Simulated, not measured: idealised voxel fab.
voxel self aligned contacts: a process module
Section shown: cut. Width: 180 nm. Cell size: 5 nm, square.
A cross-section is a grid of square cells, given in bands from the top down. A band is one or more rows of cells.
What a band's entry tells you: where the top is and where the bottom is, as heights in nm, and after that what lies inside, material by material from left to right, each with its width in nm. Empty space is written as the word "air", and a single material marked with the word "edge to edge" occupies the band from edge to edge.
The level at which height equals 0 is the one under which the wafer, as it arrives, is entirely one material. No lower edge exists for the bottom band, which continues downward and is notated as in "0 down".
A width such as "30 to 40" changes by the same amount from each row of cells to the next, from the band's top row to its bottom row.
You'll sometimes find "identical to before" written for a step, and that's the way of saying that nowhere in the cross-section did a cell change during that step.
Basically, "Voids, enclosed" tells you about the enclosed voids: empty spaces with no open way to the top, 8 cells or bigger, each written width x height at distance, where distance is from the left edge, all in nm.
What comes after the settings on a step's line is commentary from the simulator itself on that step.
Steps that use a mask can have "overlay nm" on their line. It says how far the mask sat to the right of where it was meant to be. Negative means to the left.
**Here's what the planned process steps look like**
1,RECEIVE, material Si
2,OXIDIZE, depth nm 5
3,DIRECTIONAL_DEP, material polySi, thk nm 20
4,DIRECTIONAL_DEP, material SiN, thk nm 15
5,DIRECTIONAL_DEP, material aC, thk nm 10
6,PATTERN, tone cover, mask id GATE, material resist, width nm 25, pitch nm 50, thk nm 25, overlay nm 0
7,DIRECTIONAL_ETCH, etch materials aC, depth nm 10
8,STRIP, etch materials resist
9,DIRECTIONAL_ETCH, etch materials SiN, depth nm 15
10,DIRECTIONAL_ETCH, etch materials polySi, depth nm 20
11,STRIP, etch materials aC
12,CONFORMAL_DEP, material SiN, thk nm 5
13,DIRECTIONAL_ETCH, etch materials SiN, depth nm 5
14,FILL_DEP, material SiO2, thk nm 10
15,CMP, height nm 40
16,PATTERN, tone open, mask id CONTACT, material resist, width nm 35, thk nm 15, overlay nm 0
17,DIRECTIONAL_ETCH, etch materials SiO2, depth nm 35
18,STRIP, etch materials resist
19,CONFORMAL_DEP, material TiN, thk nm 5
20,FILL_DEP, material Ru, thk nm 10
21,CMP, height nm 40
22,CONFORMAL_DEP, material SiN, thk nm 5
Heads up: all these wafers start the same, and what changes between them is the depth nm in step 17. The value you see in the plan is just what the first wafer got.
**Received condition of the first of several wafers, sectioned: post-step 1**
* 0 down | Si edge to edge
* Voids, enclosed: none
**Row per wafer, end-of-module: cell gain (+)/loss (-) by material since the wafer came in, then closed voids**
depth nm 35, +6 Ru, -36 Si, +94 SiN, +201 SiO2, +19 TiN, +40 polySi, Voids, enclosed: none
depth nm 40, +7 Ru, -36 Si, +94 SiN, +198 SiO2, +21 TiN, +40 polySi, Voids, enclosed: none
depth nm 45, +8 Ru, -36 Si, +94 SiN, +195 SiO2, +23 TiN, +40 polySi, Voids, enclosed: none
depth nm 50, +8 Ru, -36 Si, +94 SiN, +195 SiO2, +23 TiN, +40 polySi, Voids, enclosed: none
depth nm 55, +8 Ru, -36 Si, +94 SiN, +195 SiO2, +23 TiN, +40 polySi, Voids, enclosed: none
depth nm 60, +8 Ru, -36 Si, +94 SiN, +195 SiO2, +23 TiN, +40 polySi, Voids, enclosed: none
